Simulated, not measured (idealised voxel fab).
Process module under the name voxel wiring stack
We display cut, a cross-section 195 nm in width whose square cells are each 5 nm.
This document writes a cross-section as a grid whose cells are square, and gives it as bands, listed from the top down; one or more rows of cells form a band.
A band entry consists of two parts. The first gives the height of the band's top and the height of its bottom, in nm. The rest lists the band's materials from left to right, each with its width in nm. A single material labelled with the word "edge to edge" fills the band from edge to edge, and the word "empty" marks empty space.
Height is counted from the level 0, under which the received wafer is composed throughout of one material. The lowest of the bands is not closed at the bottom but continues downward, in the notation "0 down".
Width: "30->40" (first number = top row, second number = bottom row, same change from row to row of cells).
What does "no change" mean for a step? It means no cell of the cross-section changed in that step.
Reported under the label "Fully sealed voids" are the empty spaces having no open way to the top and comprising 8 cells or more; the notation for each is width x height at distance, in which the distance is measured from the left edge and all three values are in nm.
after a step's settings: what the simulator itself notes on the step
If you see "overlay nm" on a step's line and that step has a mask, it's telling you how far right of where it was planned the mask ended up; a negative number means it went left instead.

## plan
1) RECEIVE [material Si]
2) CONFORMAL_DEP [material SiO2] [thk nm 15]
3) DIRECTIONAL_DEP [material TiN] [thk nm 5]
4) DIRECTIONAL_DEP [material Ru] [thk nm 25]
5) PATTERN [tone cover] [mask id METAL_1] [material resist] [width nm 30] [pitch nm 45] [thk nm 20] [overlay nm 0]
6) DIRECTIONAL_ETCH [etch materials Ru] [depth nm 25]
7) DIRECTIONAL_ETCH [etch materials TiN] [depth nm 5]
8) STRIP [etch materials resist]
9) CONFORMAL_DEP [material SiN] [thk nm 5]
10) FILL_DEP [material lowk] [thk nm 10]
11) CMP [height nm 45]
12) CONFORMAL_DEP [material SiCN] [thk nm 5]
13) DIRECTIONAL_DEP [material lowk] [thk nm 15]
14) PATTERN [tone open] [mask id PLUG_1] [material resist] [width nm 15] [pitch nm 90] [thk nm 15] [overlay nm 0]
15) DIRECTIONAL_ETCH [etch materials lowk] [depth nm 15]
16) DIRECTIONAL_ETCH [etch materials SiCN] [depth nm 5]
17) STRIP [etch materials resist]
18) CONFORMAL_DEP [material TiN] [thk nm 5]
19) FILL_DEP [material Cu] [thk nm 10]
20) CMP [height nm 65]
21) CONFORMAL_DEP [material SiCN] [thk nm 5]
22) DIRECTIONAL_DEP [material SiO2] [thk nm 15]
23) MASKED_ETCH [tone open] [mask id METAL_2] [width nm 30] [pitch nm 45] [etch materials SiO2] [depth nm 15] [overlay nm 0]
24) MASKED_ETCH [tone open] [mask id METAL_2] [width nm 30] [pitch nm 45] [etch materials SiCN] [depth nm 5] [overlay nm 0]
25) CONFORMAL_DEP [material TiN] [thk nm 5]
26) FILL_DEP [material W] [thk nm 5]
27) CMP [height nm 85]
28) CONFORMAL_DEP [material SiCN] [thk nm 5]
29) DIRECTIONAL_DEP [material lowk] [thk nm 35]
30) PATTERN [tone open] [mask id METAL_3] [material resist] [width nm 20] [pitch nm 45] [thk nm 15] [overlay nm 0]
31) DIRECTIONAL_ETCH [etch materials lowk] [depth nm 20]
32) STRIP [etch materials resist]
33) PATTERN [tone open] [mask id METAL_3_HOLES] [material resist] [width nm 15] [pitch nm 90] [thk nm 20] [overlay nm 0]
34) DIRECTIONAL_ETCH [etch materials lowk] [depth nm 15]
35) DIRECTIONAL_ETCH [etch materials SiCN] [depth nm 5]
36) STRIP [etch materials resist]
37) CONFORMAL_DEP [material TiN] [thk nm 5]
38) FILL_DEP [material Cu] [thk nm 10]
39) CMP [height nm 125]
40) CONFORMAL_DEP [material SiCN] [thk nm 5]
Variable across wafers: step 30 width nm (plan value is that of the first wafer; starting state common to all).

## Cross-section of the first of several received wafers, showing its state after step 1
- 0 down  Si edge to edge
- Fully sealed voids: none

## End of the module, past its last step, step 40: how the first of several wafers looks in cross-section
- 130 to 125  SiCN edge to edge
- 125 to 115  lowk (35), then TiN (5), then Cu (15), then TiN (5), then lowk (25), then TiN (5), then Cu (10), then TiN (5), then lowk (20), then TiN (5), then Cu (15), then TiN (5), then lowk (45)
- 115 to 110  lowk (35), then TiN (10), then Cu (10), then TiN (5), then lowk (25), then TiN (5), then Cu (10), then TiN (5), then lowk (20), then TiN (10), then Cu (10), then TiN (5), then lowk (45)
- 110 to 105  lowk (40), then TiN (20), then lowk (25), then TiN (20), then lowk (25), then TiN (20), then lowk (45)
- 105 to 90  lowk (40), then TiN (10), then lowk (80), then TiN (10), then lowk (55)
- 90 to 85  SiCN (40), then TiN (10), then SiCN (80), then TiN (10), then SiCN (55)
- 85 to 70  SiO2 (35), then TiN (5), then W (20), then TiN (5), then SiO2 (15), then TiN (5), then W (20), then TiN (5), then SiO2 (15), then TiN (5), then W (20), then TiN (5), then SiO2 (40)
- 70 to 65  SiCN (35), then TiN (30), then SiCN (15), then TiN (30), then SiCN (15), then TiN (30), then SiCN (40)
- 65 to 50  lowk (35), then TiN (5), then Cu (5), then TiN (5), then lowk (75), then TiN (5), then Cu (5), then TiN (5), then lowk (55)
- 50 to 45  SiCN (35), then TiN (15), then SiCN (75), then TiN (15), then SiCN (55)
- 45 to 20  lowk (30), then SiN (5), then Ru (30), then SiN (5), then lowk (5), then SiN (5), then Ru (30), then SiN (5), then lowk (5), then SiN (5), then Ru (30), then SiN (5), then lowk (35)
- 20 to 15  SiN (35), then TiN (30), then SiN (15), then TiN (30), then SiN (15), then TiN (30), then SiN (40)
- 15 to 0  SiO2 edge to edge
- 0 down  Si edge to edge
- Fully sealed voids: none

## End of module: cross-section, last of several wafers
- 130 to 125  SiCN edge to edge
- 125 to 110  lowk (35), then TiN (5), then Cu (20), then TiN (5), then lowk (15), then TiN (5), then Cu (20), then TiN (5), then lowk (15), then TiN (5), then Cu (20), then TiN (5), then lowk (40)
- 110 to 105  lowk (35), then TiN (5), then Cu (5), then TiN (20), then lowk (15), then TiN (30), then lowk (15), then TiN (5), then Cu (5), then TiN (20), then lowk (40)
- 105 to 90  lowk (35), then TiN (5), then Cu (5), then TiN (5), then lowk (75), then TiN (5), then Cu (5), then TiN (5), then lowk (55)
- 90 to 85  SiCN (35), then TiN (15), then SiCN (75), then TiN (15), then SiCN (55)
- 85 to 70  SiO2 (35), then TiN (5), then W (20), then TiN (5), then SiO2 (15), then TiN (5), then W (20), then TiN (5), then SiO2 (15), then TiN (5), then W (20), then TiN (5), then SiO2 (40)
- 70 to 65  SiCN (35), then TiN (30), then SiCN (15), then TiN (30), then SiCN (15), then TiN (30), then SiCN (40)
- 65 to 50  lowk (35), then TiN (5), then Cu (5), then TiN (5), then lowk (75), then TiN (5), then Cu (5), then TiN (5), then lowk (55)
- 50 to 45  SiCN (35), then TiN (15), then SiCN (75), then TiN (15), then SiCN (55)
- 45 to 20  lowk (30), then SiN (5), then Ru (30), then SiN (5), then lowk (5), then SiN (5), then Ru (30), then SiN (5), then lowk (5), then SiN (5), then Ru (30), then SiN (5), then lowk (35)
- 20 to 15  SiN (35), then TiN (30), then SiN (15), then TiN (30), then SiN (15), then TiN (30), then SiN (40)
- 15 to 0  SiO2 edge to edge
- 0 down  Si edge to edge
- Fully sealed voids: none

## End of module, by wafer: material-by-material cell gain (+) or loss (-) since receipt, then closed voids
width nm 20; +28 Cu; +90 Ru; +128 SiCN; +51 SiN; +180 SiO2; +120 TiN; +36 W; +381 lowk; Fully sealed voids: none
width nm 25; +37 Cu; +90 Ru; +128 SiCN; +51 SiN; +180 SiO2; +123 TiN; +36 W; +369 lowk; Fully sealed voids: none
width nm 30; +50 Cu; +90 Ru; +126 SiCN; +51 SiN; +180 SiO2; +124 TiN; +36 W; +357 lowk; Fully sealed voids: none
